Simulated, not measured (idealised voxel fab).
process module | voxel released beams
cross-section cut | 165 nm wide | cells 5 nm
A cross-section is a grid of square cells, given in bands from the top down. A band is one or more rows of cells.
Each band's line starts with the height of the band's top and of its bottom, in nm. Then come its materials from left to right, each with its width in nm. One material with "throughout" fills the band from edge to edge. "air" is empty space.
Height 0 is the level under which the wafer as received is all one material. The lowest band goes on downwards, as in "0 down".
A width such as "30 to 40" changes by the same amount from each row of cells to the next, from the band's top row to its bottom row.
"no change" after a step means that no cell of the cross-section changed.
closed voids: empty space of 8 cells or more with no open way to the top, each as width x height at its distance from the left edge, in nm
after a step's settings: what the simulator itself notes on the step
overlay nm, on a step with a mask: how far to the right of its planned place the mask lay; to the left if negative
plan
1 op RECEIVE | material Si
2 op CONFORMAL_DEP | material SiN | thk nm 5
3 op DIRECTIONAL_DEP | material SiO2 | thk nm 20
4 op DIRECTIONAL_DEP | material aC | thk nm 15
5 op PATTERN | tone open | mask id ANCHOR | material resist | width nm 30 | thk nm 30 | overlay nm 0
6 op DIRECTIONAL_ETCH | etch materials aC | depth nm 15
7 op STRIP | etch materials resist
8 op DIRECTIONAL_ETCH | etch materials SiO2 | depth nm 20
9 op STRIP | etch materials aC
10 op CONFORMAL_DEP | material polySi | thk nm 10
11 op PATTERN | tone cover | mask id BEAM | material resist | width nm 75 | thk nm 15 | overlay nm 0
12 op DIRECTIONAL_ETCH | etch materials polySi | depth nm 10
13 op STRIP | etch materials resist
14 op STRIP | etch materials SiO2
first wafer, as planned
as received, after step 1
  0 down: Si throughout
  closed voids: none
after step 2
  5 to 0: SiN throughout
  below 0: unchanged
after step 3
  25 to 5: SiO2 throughout
  below 5: unchanged
after step 4
  40 to 25: aC throughout
  below 25: unchanged
after step 5
  70 to 40: resist 45 | air 30 | resist 90
  below 40: unchanged
after step 6
  55 to 40: resist 45 | air 30 | resist 90
  40 to 25: aC 45 | air 30 | aC 90
  below 25: unchanged
after step 7
  40 to 25: aC 45 | air 30 | aC 90
  below 25: unchanged
after step 8
  40 to 25: aC 45 | air 30 | aC 90
  25 to 5: SiO2 45 | air 30 | SiO2 90
  below 5: unchanged
after step 9
  25 to 5: SiO2 45 | air 30 | SiO2 90
  below 5: unchanged
after step 10
  35 to 25: polySi 55 | air 10 | polySi 100
  25 to 15: SiO2 45 | polySi 10 | air 10 | polySi 10 | SiO2 90
  15 to 5: SiO2 45 | polySi 30 | SiO2 90
  below 5: unchanged
after step 11
  50 to 35: air 40 | resist 75 | air 50
  35 to 25: polySi 55 | resist 10 | polySi 100
  25 to 15: SiO2 45 | polySi 10 | resist 10 | polySi 10 | SiO2 90
  below 15: unchanged
after step 12
  50 to 35: air 40 | resist 75 | air 50
  35 to 25: air 40 | polySi 15 | resist 10 | polySi 50 | air 50
  below 25: unchanged
after step 13
  35 to 25: air 40 | polySi 15 | air 10 | polySi 50 | air 50
  25 to 15: SiO2 45 | polySi 10 | air 10 | polySi 10 | SiO2 90
  below 15: unchanged
after step 14
  35 to 25: air 40 | polySi 15 | air 10 | polySi 50 | air 50
  25 to 15: air 45 | polySi 10 | air 10 | polySi 10 | air 90
  15 to 5: air 45 | polySi 30 | air 90
  below 5: unchanged
second wafer: like start, like plan, one mistake. Through step 1 it matches the first wafer
when step 2 should have ended
  5 to 0: polySi throughout
  below 0: unchanged
when step 3 should have ended
  25 to 5: SiO2 throughout
  below 5: unchanged
when step 4 should have ended
  40 to 25: aC throughout
  below 25: unchanged
when step 5 should have ended
  70 to 40: resist 45 | air 30 | resist 90
  below 40: unchanged
when step 6 should have ended
  55 to 40: resist 45 | air 30 | resist 90
  40 to 25: aC 45 | air 30 | aC 90
  below 25: unchanged
when step 7 should have ended
  40 to 25: aC 45 | air 30 | aC 90
  below 25: unchanged
when step 8 should have ended
  40 to 25: aC 45 | air 30 | aC 90
  25 to 5: SiO2 45 | air 30 | SiO2 90
  below 5: unchanged
when step 9 should have ended
  25 to 5: SiO2 45 | air 30 | SiO2 90
  below 5: unchanged
when step 10 should have ended
  35 to 25: polySi 55 | air 10 | polySi 100
  25 to 15: SiO2 45 | polySi 10 | air 10 | polySi 10 | SiO2 90
  15 to 5: SiO2 45 | polySi 30 | SiO2 90
  below 5: unchanged
when step 11 should have ended
  50 to 35: air 40 | resist 75 | air 50
  35 to 25: polySi 55 | resist 10 | polySi 100
  25 to 15: SiO2 45 | polySi 10 | resist 10 | polySi 10 | SiO2 90
  below 15: unchanged
when step 12 should have ended
  50 to 35: air 40 | resist 75 | air 50
  35 to 25: air 40 | polySi 15 | resist 10 | polySi 50 | air 50
  below 25: unchanged
when step 13 should have ended
  35 to 25: air 40 | polySi 15 | air 10 | polySi 50 | air 50
  25 to 15: SiO2 45 | polySi 10 | air 10 | polySi 10 | SiO2 90
  below 15: unchanged
when step 14 should have ended
  35 to 25: air 40 | polySi 15 | air 10 | polySi 50 | air 50
  25 to 15: air 45 | polySi 10 | air 10 | polySi 10 | air 90
  15 to 5: air 45 | polySi 30 | air 90
  below 5: unchanged
what went wrong: step 2 ran as: op CONFORMAL_DEP | material polySi | thk nm 5
at the end the second wafer has, in cells: 33 fewer of SiN | 33 more of polySi
